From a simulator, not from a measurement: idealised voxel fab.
This is a process module. Its name is voxel air gaps.
This is section cut - it's 280 nm across, gridded in 5 nm square cells.
We lay out every cross-section as a grid of square cells and spell it out in bands from the top down, where one band means one or more rows of cells.
Band entry format. Leading values: height of top, height of bottom, nm. Remainder: materials in left-to-right order, each with its width in nm. Special words: "edge to edge" on a single material, which then fills the band edge to edge; "empty", empty space.
Measure heights from 0. That's the level where, below it, the as-received wafer is all one material. The lowest band is bottomless and extends downward; write it as in "top 0, no bottom".
Quick explanation for "30..40": the width changes in equal steps down the rows of cells, from the first number in the band's top row to the second number in its bottom row.
When a step is marked "no modifications", none of the cells in the cross-section changed during that step.
Each empty space that has no open way to the top and spans at least 8 cells appears under "Enclosed cavities" as width x height at distance, the distance counted from the left edge, all in nm.
Past the settings on a step's line: simulator remark, on that step.
For masked steps, "overlay nm" on the step line gives how far right of plan the mask actually lay; a minus sign means it lay to the left.

-- Set out below are the planned steps of the process
1,op RECEIVE | material Si
2,op CONFORMAL_DEP | material SiO2 | thk nm 10
3,op CONFORMAL_DEP | material SiN | thk nm 5
4,op DIRECTIONAL_DEP | material lowk | thk nm 40
5,op PATTERN | tone open | mask id LINES | material resist | width nm 20 | pitch nm 45 | thk nm 15 | overlay nm 0
6,op DIRECTIONAL_ETCH | etch materials lowk | depth nm 40
7,op STRIP | etch materials resist
8,op CONFORMAL_DEP | material TiN | thk nm 5
9,op FILL_DEP | material Ru | thk nm 10
10,op CMP | height nm 55
11,op EPI | material Ru | thk nm 10
12,op SELECTIVE_ETCH | etch materials lowk | depth nm 50
13,op CONFORMAL_DEP | material SiCN | thk nm 5

-- On the first of the two wafers: run conducted according to plan

-- Wafer as received: cross-section following step 1
* top 0, no bottom  Si edge to edge
* Enclosed cavities: none

-- After step 2: wafer cross-section
* top 10, bottom 0  SiO2 edge to edge
* Below 0, no change.

-- After step 3: wafer cross-section
* top 15, bottom 10  SiN edge to edge
* Below 10, no change.

-- After step 4: wafer cross-section
* top 55, bottom 15  lowk edge to edge
* Below 15, no change.

-- After step 5: wafer cross-section
* top 70, bottom 55  resist (60); empty (20); resist (25); empty (20); resist (25); empty (20); resist (25); empty (20); resist (65)
* Below 55, no change.

-- After step 6: wafer cross-section
* top 70, bottom 55  resist (60); empty (20); resist (25); empty (20); resist (25); empty (20); resist (25); empty (20); resist (65)
* top 55, bottom 15  lowk (60); empty (20); lowk (25); empty (20); lowk (25); empty (20); lowk (25); empty (20); lowk (65)
* Below 15, no change.

-- After step 7: wafer cross-section
* top 55, bottom 15  lowk (60); empty (20); lowk (25); empty (20); lowk (25); empty (20); lowk (25); empty (20); lowk (65)
* Below 15, no change.

-- After step 8: wafer cross-section
* top 60, bottom 55  TiN (65); empty (10); TiN (35); empty (10); TiN (35); empty (10); TiN (35); empty (10); TiN (70)
* top 55, bottom 20  lowk (60); TiN (5); empty (10); TiN (5); lowk (25); TiN (5); empty (10); TiN (5); lowk (25); TiN (5); empty (10); TiN (5); lowk (25); TiN (5); empty (10); TiN (5); lowk (65)
* top 20, bottom 15  lowk (60); TiN (20); lowk (25); TiN (20); lowk (25); TiN (20); lowk (25); TiN (20); lowk (65)
* Below 15, no change.

-- After step 9: wafer cross-section
* top 70, bottom 60  Ru edge to edge
* top 60, bottom 55  TiN (65); Ru (10); TiN (35); Ru (10); TiN (35); Ru (10); TiN (35); Ru (10); TiN (70)
* top 55, bottom 20  lowk (60); TiN (5); Ru (10); TiN (5); lowk (25); TiN (5); Ru (10); TiN (5); lowk (25); TiN (5); Ru (10); TiN (5); lowk (25); TiN (5); Ru (10); TiN (5); lowk (65)
* Below 20, no change.

-- After step 10: wafer cross-section
* top 55, bottom 20  lowk (60); TiN (5); Ru (10); TiN (5); lowk (25); TiN (5); Ru (10); TiN (5); lowk (25); TiN (5); Ru (10); TiN (5); lowk (25); TiN (5); Ru (10); TiN (5); lowk (65)
* Below 20, no change.

-- After step 11: wafer cross-section
* top 65, bottom 55  empty (50); Ru (40); empty (5); Ru (40); empty (5); Ru (40); empty (5); Ru (40); empty (55)
* Below 55, no change.

-- After step 12: wafer cross-section
* top 65, bottom 55  empty (50); Ru (40); empty (5); Ru (40); empty (5); Ru (40); empty (5); Ru (40); empty (55)
* top 55, bottom 20  empty (60); TiN (5); Ru (10); TiN (5); empty (25); TiN (5); Ru (10); TiN (5); empty (25); TiN (5); Ru (10); TiN (5); empty (25); TiN (5); Ru (10); TiN (5); empty (65)
* top 20, bottom 15  empty (60); TiN (20); empty (25); TiN (20); empty (25); TiN (20); empty (25); TiN (20); empty (65)
* Below 15, no change.

-- After step 13: wafer cross-section
* top 70, bottom 65  empty (45); SiCN (185); empty (50)
* top 65, bottom 55  empty (45); SiCN (5); Ru (40); SiCN (5); Ru (40); SiCN (5); Ru (40); SiCN (5); Ru (40); SiCN (5); empty (50)
* top 55, bottom 50  empty (45); SiCN (15); TiN (5); Ru (10); TiN (5); SiCN (25); TiN (5); Ru (10); TiN (5); SiCN (25); TiN (5); Ru (10); TiN (5); SiCN (25); TiN (5); Ru (10); TiN (5); SiCN (15); empty (50)
* top 50, bottom 20  empty (55); SiCN (5); TiN (5); Ru (10); TiN (5); SiCN (5); empty (15); SiCN (5); TiN (5); Ru (10); TiN (5); SiCN (5); empty (15); SiCN (5); TiN (5); Ru (10); TiN (5); SiCN (5); empty (15); SiCN (5); TiN (5); Ru (10); TiN (5); SiCN (5); empty (60)
* top 20, bottom 15  SiCN (60); TiN (20); SiCN (25); TiN (20); SiCN (25); TiN (20); SiCN (25); TiN (20); SiCN (65)
* Below 15, no change.
* Enclosed cavities: 15 x 30 at 85; 15 x 30 at 130; 15 x 30 at 175

-- Notes, second wafer: start = first wafer's, plan = first wafer's, execution had one mistake; history identical to first through step 10

-- Cross-section, second wafer, at the end time the plan gives for step 11
* top 75, bottom 55  empty (40); Ru (195); empty (45)
* Below 55, no change.

-- Cross-section, second wafer, at the end time the plan gives for step 12
* top 75, bottom 55  empty (40); Ru (195); empty (45)
* top 55, bottom 20  empty (60); TiN (5); Ru (10); TiN (5); lowk (25); TiN (5); Ru (10); TiN (5); lowk (25); TiN (5); Ru (10); TiN (5); lowk (25); TiN (5); Ru (10); TiN (5); empty (65)
* top 20, bottom 15  empty (60); TiN (20); lowk (25); TiN (20); lowk (25); TiN (20); lowk (25); TiN (20); empty (65)
* Below 15, no change.

-- Cross-section, second wafer, at the end time the plan gives for step 13
* top 80, bottom 75  empty (35); SiCN (205); empty (40)
* top 75, bottom 55  empty (35); SiCN (5); Ru (195); SiCN (5); empty (40)
* top 55, bottom 50  empty (35); SiCN (25); TiN (5); Ru (10); TiN (5); lowk (25); TiN (5); Ru (10); TiN (5); lowk (25); TiN (5); Ru (10); TiN (5); lowk (25); TiN (5); Ru (10); TiN (5); SiCN (25); empty (40)
* top 50, bottom 20  empty (55); SiCN (5); TiN (5); Ru (10); TiN (5); lowk (25); TiN (5); Ru (10); TiN (5); lowk (25); TiN (5); Ru (10); TiN (5); lowk (25); TiN (5); Ru (10); TiN (5); SiCN (5); empty (60)
* top 20, bottom 15  SiCN (60); TiN (20); lowk (25); TiN (20); lowk (25); TiN (20); lowk (25); TiN (20); SiCN (65)
* Below 15, no change.
Diagnosis: plan step 11 ran twice
Once processing is complete, comparing cell counts shows that the second wafer has more or fewer of certain materials than the first: 92 more of Ru; 60 fewer of SiCN; 120 more of lowk
Ultimately, the number of closed voids is 3 in the first wafer and 0 in the second wafer.
